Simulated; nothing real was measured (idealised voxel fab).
The following process module bears the name voxel transistor to metal.
In the cross-section labelled cut, the width is 285 nm and each square cell is 5 nm.
Cross-section format: a grid of square cells, given as bands from top to bottom; each band is one or more rows of cells.
First you get the band's top height and its bottom height, in nm, and then the materials it's made of, left to right, with each width in nm. If you see a single material with "throughout", that one covers the band edge to edge. "air" is empty space.
Heights are reckoned from 0. Under this level, the received wafer is all of one material. The bottommost band is open-ended downward, for example "0 -> down".
Quick explanation for "30..40": the width changes in equal steps down the rows of cells, from the first number in the band's top row to the second number in its bottom row.
When a step is marked "no alterations made", none of the cells in the cross-section changed during that step.
Entry "Fully enclosed voids" = empty spaces >= 8 cells with no open way to the top; each as width x height at distance, distance from left edge, all nm.
Step line, after settings: the simulator's comment on this step.
Among the settings permitted on a step's line is "overlay nm"; applied to a step with a mask, it specifies the extent to which the mask lay to the right of its planned position, whereas a negative figure signifies a position to the left.
-- The following list gives the planned process steps
1) op RECEIVE | material Si
2) op OXIDIZE | depth nm 5
3) op CONFORMAL_DEP | material SiN | thk nm 10
4) op PATTERN | tone cover | mask id ACTIVE | material resist | width nm 100 | pitch nm 125 | thk nm 20 | overlay nm 0
5) op DIRECTIONAL_ETCH | etch materials SiN | depth nm 10
6) op DIRECTIONAL_ETCH | etch materials SiO2 | depth nm 5
7) op DIRECTIONAL_ETCH | etch materials Si | depth nm 25
8) op STRIP | etch materials resist
9) op FILL_DEP | material SiO2 | thk nm 10
10) op CMP | height nm 10
11) op SELECTIVE_ETCH | etch materials SiO2 | depth nm 5
12) op STRIP | etch materials SiN
13) op SELECTIVE_ETCH | etch materials SiO2 | depth nm 5
14) op OXIDIZE | depth nm 5
15) op DIRECTIONAL_DEP | material polySi | thk nm 25
16) op DIRECTIONAL_DEP | material SiCN | thk nm 10
17) op DIRECTIONAL_DEP | material aC | thk nm 10
18) op PATTERN | tone cover | mask id GATE | material resist | width nm 20 | pitch nm 125 | thk nm 30 | overlay nm 0
19) op DIRECTIONAL_ETCH | etch materials aC | depth nm 10
20) op STRIP | etch materials resist
21) op DIRECTIONAL_ETCH | etch materials SiCN | depth nm 20
22) op DIRECTIONAL_ETCH | etch materials polySi | depth nm 35
23) op STRIP | etch materials aC
24) op CONFORMAL_DEP | material SiN | thk nm 10
25) op DIRECTIONAL_ETCH | etch materials SiN | depth nm 10
26) op DIRECTIONAL_ETCH | etch materials SiO2 | depth nm 5
27) op EPI | material SiGe | thk nm 5
28) op FILL_DEP | material SiO2 | thk nm 10
29) op CMP | height nm 30
30) op DIRECTIONAL_DEP | material SiO2 | thk nm 15
31) op MASKED_ETCH | tone open | mask id CONTACT | width nm 30 | etch materials SiO2 | depth nm 50 | overlay nm 0
32) op CONFORMAL_DEP | material TiN | thk nm 5
33) op FILL_DEP | material W | thk nm 10
34) op CMP | height nm 45
35) op CONFORMAL_DEP | material SiCN | thk nm 5
36) op DIRECTIONAL_DEP | material lowk | thk nm 25
37) op MASKED_ETCH | tone open | mask id METAL_1 | width nm 15 | etch materials lowk | depth nm 25 | overlay nm 0
38) op MASKED_ETCH | tone open | mask id METAL_1 | width nm 15 | etch materials SiCN | depth nm 5 | overlay nm 0
39) op CONFORMAL_DEP | material TiN | thk nm 5
40) op FILL_DEP | material Ru | thk nm 10
41) op CMP | height nm 75
42) op EPI | material Ru | thk nm 5
43) op FILL_DEP | material SiCN | thk nm 5
-- As-received state of the wafer in cross-section, equivalent to post-step 1
	0 -> down  Si throughout
	Fully enclosed voids: none
-- Starting wafer: above. Plan: above. Run: one mistake. Cross-section after the module: below
	100 -> 95  SiCN throughout
	95 -> 80  Ru throughout
	80 -> 75  40 of TiN  5 of Ru  70 of TiN  5 of Ru  45 of TiN  5 of Ru  70 of TiN  5 of Ru  40 of TiN
	75 -> 50  35 of lowk  5 of TiN  5 of Ru  5 of TiN  60 of lowk  5 of TiN  5 of Ru  5 of TiN  35 of lowk  5 of TiN  5 of Ru  5 of TiN  60 of lowk  5 of TiN  5 of Ru  5 of TiN  35 of lowk
	50 -> 45  35 of SiCN  15 of TiN  60 of SiCN  15 of TiN  35 of SiCN  15 of TiN  60 of SiCN  15 of TiN  35 of SiCN
	45 -> 35  35 of SiO2  5 of TiN  20 of W  5 of TiN  30 of SiO2  5 of TiN  20 of W  5 of TiN  35 of SiO2  5 of TiN  20 of W  5 of TiN  30 of SiO2  5 of TiN  20 of W  5 of TiN  35 of SiO2
	35 -> 30  35 of SiO2  5 of TiN  15 of W  10 of TiN  30 of SiO2  10 of TiN  15 of W  5 of TiN  35 of SiO2  5 of TiN  15 of W  10 of TiN  30 of SiO2  10 of TiN  15 of W  5 of TiN  35 of SiO2
	30 -> 20  35 of SiO2  5 of TiN  15 of W  5 of TiN  10 of SiN  20 of SiCN  10 of SiN  5 of TiN  15 of W  5 of TiN  35 of SiO2  5 of TiN  15 of W  5 of TiN  10 of SiN  20 of SiCN  10 of SiN  5 of TiN  15 of W  5 of TiN  35 of SiO2
	20 -> 0  35 of SiO2  5 of TiN  15 of W  5 of TiN  10 of SiN  20 of polySi  10 of SiN  5 of TiN  15 of W  5 of TiN  35 of SiO2  5 of TiN  15 of W  5 of TiN  10 of SiN  20 of polySi  10 of SiN  5 of TiN  15 of W  5 of TiN  35 of SiO2
	0 -> -5  25 of SiO2  10 of SiN  25 of TiN  10 of SiN  20 of polySi  10 of SiN  25 of TiN  10 of SiN  15 of SiO2  10 of SiN  25 of TiN  10 of SiN  20 of polySi  10 of SiN  25 of TiN  10 of SiN  25 of SiO2
	-5 -> -10  35 of SiO2  25 of SiGe  40 of SiO2  25 of SiGe  35 of SiO2  25 of SiGe  40 of SiO2  25 of SiGe  35 of SiO2
	-10 -> -30  30 of SiO2  100 of Si  25 of SiO2  100 of Si  30 of SiO2
	-30 -> down  Si throughout
	Fully enclosed voids: none
So what did we get wrong on this run? step 41 of the plan: omitted, not performed
